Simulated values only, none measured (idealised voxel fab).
Proc. module: voxel fin reveal
235 nm wide, 5 nm square cells: that's cross-section cut.
Cross-section format: a grid of square cells, given as bands from top to bottom; each band is one or more rows of cells.
Quick guide to a band line: top height, bottom height (nm) up front; then every material left to right with its width in nm. Only one material and it's marked "everywhere"? Then it fills the band edge to edge. And "empty" just means empty space.
Heights are measured from 0, the level below which the as-received wafer is all one material; the lowest band has no bottom and continues downward, written as in "0 nm and below".
Width "30..40": first value at the band's top row of cells, second value at its bottom row, equal change from row to row.
"no alterations made" for a step: no cell of the cross-section changed in that step.
So "Closed void list" is basically the list of trapped voids: any empty space of 8 cells or more that can't reach the top through an opening. They're written width x height at distance, the distance being from the left edge, and it's all nm.
Text after the settings on a step's line: the simulator's own remark on that step.
"overlay nm" denotes, for a step that has a mask, the displacement of the mask to the right of its planned place, with negative values corresponding to the left.

### This section lists the process steps that were planned
1. op RECEIVE | material Si
2. op CONFORMAL_DEP | material SiN | thk nm 5
3. op PATTERN | tone cover | mask id FINS | material resist | width nm 15 | pitch nm 40 | thk nm 20 | overlay nm 0
4. op DIRECTIONAL_ETCH | etch materials SiN | depth nm 5
5. op DIRECTIONAL_ETCH | etch materials Si | depth nm 35
6. op STRIP | etch materials resist
7. op OXIDIZE | depth nm 5
8. op FILL_DEP | material SiO2 | thk nm 5
9. op CMP | height nm 5
10. op SELECTIVE_ETCH | etch materials SiO2 | depth nm 15
11. op STRIP | etch materials SiN
12. op CONFORMAL_DEP | material SiO2 | thk nm 5
Across this set of wafers, the varied parameter is the width nm of step 3. Starting conditions are identical for every wafer, and the plan reports the value assigned to the first wafer.

### Received wafers, first of several: cross-section after step 1
- 0 nm and below  Si everywhere
- Closed void list: none

### Tabulated below, wafer by wafer, are the end-of-module results: for each material, the number of cells gained (+) or lost (-) relative to the as-received state, followed by the closed voids
width nm 15, -344 Si, +321 SiO2, Closed void list: none
width nm 20, -312 Si, +297 SiO2, Closed void list: none
width nm 25, -280 Si, +273 SiO2, Closed void list: none
